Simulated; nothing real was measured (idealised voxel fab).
Process module under the name voxel transistor to metal
210 nm wide, 5 nm square cells: that's cross-section cut.
In what follows, cross-sections appear as grids of square cells, described through bands that run from the top down, where every band is one or more rows of cells. First you get the band's top height and its bottom height, in nm, and then the materials it's made of, left to right, with each width in nm. If you see a single material with "edge to edge", that one covers the band edge to edge. "air" is empty space. Measure heights from 0. That's the level where, below it, the as-received wafer is all one material. The lowest band is bottomless and extends downward; write it as in "0 -> down". Width spec "30..40" -> top row of cells at first value, bottom row at second value, equal per-row change in between. Given "nothing different" for a step, no cell of the cross-section differs between before and after that step. "Sealed voids" enumerates empty spaces isolated from the top, with no open way to it, that contain at least 8 cells, giving each as width x height at distance from the left edge, all three in nm. Note: text after step settings on the step line = simulator remark on that step. Each step line may optionally specify "overlay nm", which for a step with a mask gives the rightward distance between the mask's planned place and where it lay, a negative value indicating the leftward direction.

Planned process steps:
1: RECEIVE, material Si
2: CONFORMAL_DEP, material SiO2, thk nm 5
3: CONFORMAL_DEP, material SiN, thk nm 10
4: DIRECTIONAL_DEP, material aC, thk nm 10
5: PATTERN, tone cover, mask id ACTIVE, material resist, width nm 135, thk nm 30, overlay nm 0
6: DIRECTIONAL_ETCH, etch materials aC, depth nm 10
7: STRIP, etch materials resist
8: DIRECTIONAL_ETCH, etch materials SiN, depth nm 10
9: DIRECTIONAL_ETCH, etch materials SiO2, depth nm 5
10: DIRECTIONAL_ETCH, etch materials Si, depth nm 25
11: STRIP, etch materials aC
12: OXIDIZE, depth nm 5
13: FILL_DEP, material SiO2, thk nm 15
14: CMP, height nm 15
15: SELECTIVE_ETCH, etch materials SiO2, depth nm 5
16: STRIP, etch materials SiN
17: SELECTIVE_ETCH, etch materials SiO2, depth nm 5
18: OXIDIZE, depth nm 5
19: DIRECTIONAL_DEP, material polySi, thk nm 20
20: DIRECTIONAL_DEP, material SiCN, thk nm 15
21: DIRECTIONAL_DEP, material aC, thk nm 10
22: PATTERN, tone cover, mask id GATE, material resist, width nm 35, thk nm 25, overlay nm 0
23: DIRECTIONAL_ETCH, etch materials aC, depth nm 10
24: STRIP, etch materials resist
25: DIRECTIONAL_ETCH, etch materials SiCN, depth nm 25
26: DIRECTIONAL_ETCH, etch materials polySi, depth nm 30
27: STRIP, etch materials aC
28: CONFORMAL_DEP, material SiO2, thk nm 5
29: DIRECTIONAL_ETCH, etch materials SiO2, depth nm 5
30: CONFORMAL_DEP, material SiN, thk nm 5
31: DIRECTIONAL_ETCH, etch materials SiN, depth nm 5
32: DIRECTIONAL_ETCH, etch materials SiO2, depth nm 5
33: EPI, material pSi, thk nm 5
34: FILL_DEP, material SiO2, thk nm 10
35: CMP, height nm 20
36: STRIP, etch materials polySi
37: SELECTIVE_ETCH, etch materials SiO2, depth nm 5
38: CONFORMAL_DEP, material HfO2, thk nm 5
39: CONFORMAL_DEP, material TiN, thk nm 5
40: FILL_DEP, material W, thk nm 10
41: CMP, height nm 15
42: DIRECTIONAL_DEP, material SiO2, thk nm 15
43: MASKED_ETCH, tone open, mask id CONTACT, width nm 20, pitch nm 95, etch materials SiO2, depth nm 30, overlay nm 0
44: CONFORMAL_DEP, material TiN, thk nm 5
45: FILL_DEP, material W, thk nm 10
46: CMP, height nm 30
47: CONFORMAL_DEP, material SiN, thk nm 5
48: DIRECTIONAL_DEP, material SiO2, thk nm 15
49: PATTERN, tone open, mask id METAL_1, material resist, width nm 20, pitch nm 95, thk nm 20, overlay nm 0
50: DIRECTIONAL_ETCH, etch materials SiO2, depth nm 15
51: DIRECTIONAL_ETCH, etch materials SiN, depth nm 5
52: STRIP, etch materials resist
53: CONFORMAL_DEP, material TiN, thk nm 5
54: FILL_DEP, material Cu, thk nm 10
55: CMP, height nm 50
56: EPI, material Ru, thk nm 5
57: FILL_DEP, material SiCN, thk nm 5

Step 1 complete: cross-section of the wafer as received:
	0 -> down: Si edge to edge
	Sealed voids: none

Cross-sectional image of the first of two wafers at the end of the module, the run having proceeded as planned:
	60 -> 55: SiCN edge to edge
	55 -> 50: SiCN 40 nm / Ru 30 nm / SiCN 65 nm / Ru 30 nm / SiCN 45 nm
	50 -> 35: SiO2 45 nm / TiN 5 nm / Cu 10 nm / TiN 5 nm / SiO2 75 nm / TiN 5 nm / Cu 10 nm / TiN 5 nm / SiO2 50 nm
	35 -> 30: SiN 45 nm / TiN 20 nm / SiN 75 nm / TiN 20 nm / SiN 50 nm
	30 -> 15: SiO2 45 nm / TiN 5 nm / W 10 nm / TiN 5 nm / SiO2 75 nm / TiN 5 nm / W 10 nm / TiN 5 nm / SiO2 50 nm
	15 -> 5: SiO2 45 nm / TiN 5 nm / W 10 nm / TiN 5 nm / SiO2 10 nm / SiN 5 nm / HfO2 5 nm / TiN 5 nm / W 25 nm / TiN 5 nm / HfO2 5 nm / SiN 5 nm / SiO2 10 nm / TiN 5 nm / W 10 nm / TiN 5 nm / SiO2 50 nm
	5 -> 0: SiO2 35 nm / SiN 5 nm / SiO2 5 nm / TiN 20 nm / SiO2 10 nm / SiN 5 nm / HfO2 5 nm / TiN 35 nm / HfO2 5 nm / SiN 5 nm / SiO2 10 nm / TiN 20 nm / SiO2 5 nm / SiN 5 nm / SiO2 40 nm
	0 -> -5: SiO2 40 nm / pSi 35 nm / SiO2 5 nm / HfO2 45 nm / SiO2 5 nm / pSi 35 nm / SiO2 45 nm
	-5 -> -30: SiO2 40 nm / Si 125 nm / SiO2 45 nm
	-30 -> down: Si edge to edge
	Sealed voids: none

Second wafer at the end: like start, like plan, one mistake:
	60 -> 55: SiCN edge to edge
	55 -> 50: SiCN 45 nm / Ru 25 nm / SiCN 70 nm / Ru 25 nm / SiCN 45 nm
	50 -> 35: SiO2 50 nm / TiN 5 nm / Cu 5 nm / TiN 5 nm / SiO2 80 nm / TiN 5 nm / Cu 5 nm / TiN 5 nm / SiO2 50 nm
	35 -> 30: SiN 50 nm / TiN 15 nm / SiN 80 nm / TiN 15 nm / SiN 50 nm
	30 -> 15: SiO2 45 nm / TiN 5 nm / W 10 nm / TiN 5 nm / SiO2 75 nm / TiN 5 nm / W 10 nm / TiN 5 nm / SiO2 50 nm
	15 -> 5: SiO2 45 nm / TiN 5 nm / W 10 nm / TiN 5 nm / SiO2 10 nm / SiN 5 nm / HfO2 5 nm / TiN 5 nm / W 25 nm / TiN 5 nm / HfO2 5 nm / SiN 5 nm / SiO2 10 nm / TiN 5 nm / W 10 nm / TiN 5 nm / SiO2 50 nm
	5 -> 0: SiO2 35 nm / SiN 5 nm / SiO2 5 nm / TiN 20 nm / SiO2 10 nm / SiN 5 nm / HfO2 5 nm / TiN 35 nm / HfO2 5 nm / SiN 5 nm / SiO2 10 nm / TiN 20 nm / SiO2 5 nm / SiN 5 nm / SiO2 40 nm
	0 -> -5: SiO2 40 nm / pSi 35 nm / SiO2 5 nm / HfO2 45 nm / SiO2 5 nm / pSi 35 nm / SiO2 45 nm
	-5 -> -30: SiO2 40 nm / Si 125 nm / SiO2 45 nm
	-30 -> down: Si edge to edge
	Sealed voids: none
So what did we get wrong on this run? off-plan run, step 49, actual operation and settings PATTERN, tone open, mask id METAL_1, material resist, width nm 15, pitch nm 95, thk nm 20, overlay nm 0
Counted in cells at the end, the second wafer holds more or fewer of these materials than the first: 6 fewer of Cu | 2 fewer of Ru | 2 more of SiCN | 2 more of SiN | 6 more of SiO2 | 2 fewer of TiN
